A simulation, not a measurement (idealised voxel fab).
process module | voxel gate over fins
cross-section cut | 155 nm wide | cells 5 nm
A cross-section is a grid of square cells, given in bands from the top down. A band is one or more rows of cells.
Each band's line starts with the height of the band's top and of its bottom, in nm. Then come its materials from left to right, each with its width in nm. One material with "throughout" fills the band from edge to edge. "air" is empty space.
Height 0 is the level under which the wafer as received is all one material. The lowest band goes on downwards, as in "0 down".
A width such as "30 to 40" changes by the same amount from each row of cells to the next, from the band's top row to its bottom row.
"no change" after a step means that no cell of the cross-section changed.
closed voids: empty space of 8 cells or more with no open way to the top, each as width x height at its distance from the left edge, in nm
after a step's settings: what the simulator itself notes on the step
overlay nm, on a step with a mask: how far to the right of its planned place the mask lay; to the left if negative
plan
1 op RECEIVE | material Si
2 op CONFORMAL_DEP | material SiN | thk nm 5
3 op PATTERN | tone cover | mask id FINS | material resist | width nm 15 | pitch nm 35 | thk nm 15 | overlay nm 0
4 op DIRECTIONAL_ETCH | etch materials SiN | depth nm 5
5 op DIRECTIONAL_ETCH | etch materials Si | depth nm 30
6 op STRIP | etch materials resist
7 op OXIDIZE | depth nm 5
8 op FILL_DEP | material SiO2 | thk nm 15
9 op CMP | height nm 5
10 op SELECTIVE_ETCH | etch materials SiO2 | depth nm 15
11 op STRIP | etch materials SiN
12 op CONFORMAL_DEP | material HfO2 | thk nm 5
13 op CONFORMAL_DEP | material TiN | thk nm 5
14 op FILL_DEP | material W | thk nm 10
15 op CMP | height nm 15
16 op CONFORMAL_DEP | material SiCN | thk nm 10
as received, after step 1
  0 down: Si throughout
  closed voids: none
first wafer at the end, as planned
  25 to 15: SiCN throughout
  15 to 10: W throughout
  10 to 5: W 45 | TiN 25 | W 10 | TiN 25 | W 50
  5 to 0: W 45 | TiN 5 | HfO2 15 | TiN 5 | W 10 | TiN 5 | HfO2 15 | TiN 5 | W 50
  0 to -5: TiN 50 | HfO2 5 | Si 5 | HfO2 5 | TiN 20 | HfO2 5 | Si 5 | HfO2 5 | TiN 55
  -5 to -10: HfO2 55 | Si 5 | HfO2 30 | Si 5 | HfO2 60
  -10 to -35: SiO2 55 | Si 5 | SiO2 30 | Si 5 | SiO2 60
  -35 down: Si throughout
  closed voids: none
second wafer at the end: like start, like plan, one mistake
  25 to 15: SiCN throughout
  15 to 10: W throughout
  10 to 5: W 45 | SiO2 25 | W 10 | SiO2 25 | W 50
  5 to 0: W 45 | SiO2 5 | HfO2 15 | SiO2 5 | W 10 | SiO2 5 | HfO2 15 | SiO2 5 | W 50
  0 to -5: SiO2 50 | HfO2 5 | Si 5 | HfO2 5 | SiO2 20 | HfO2 5 | Si 5 | HfO2 5 | SiO2 55
  -5 to -10: HfO2 55 | Si 5 | HfO2 30 | Si 5 | HfO2 60
  -10 to -35: SiO2 55 | Si 5 | SiO2 30 | Si 5 | SiO2 60
  -35 down: Si throughout
  closed voids: none
what went wrong: step 13 ran as: op CONFORMAL_DEP | material SiO2 | thk nm 5
at the end the second wafer has, in cells: 39 more of SiO2 | 39 fewer of TiN
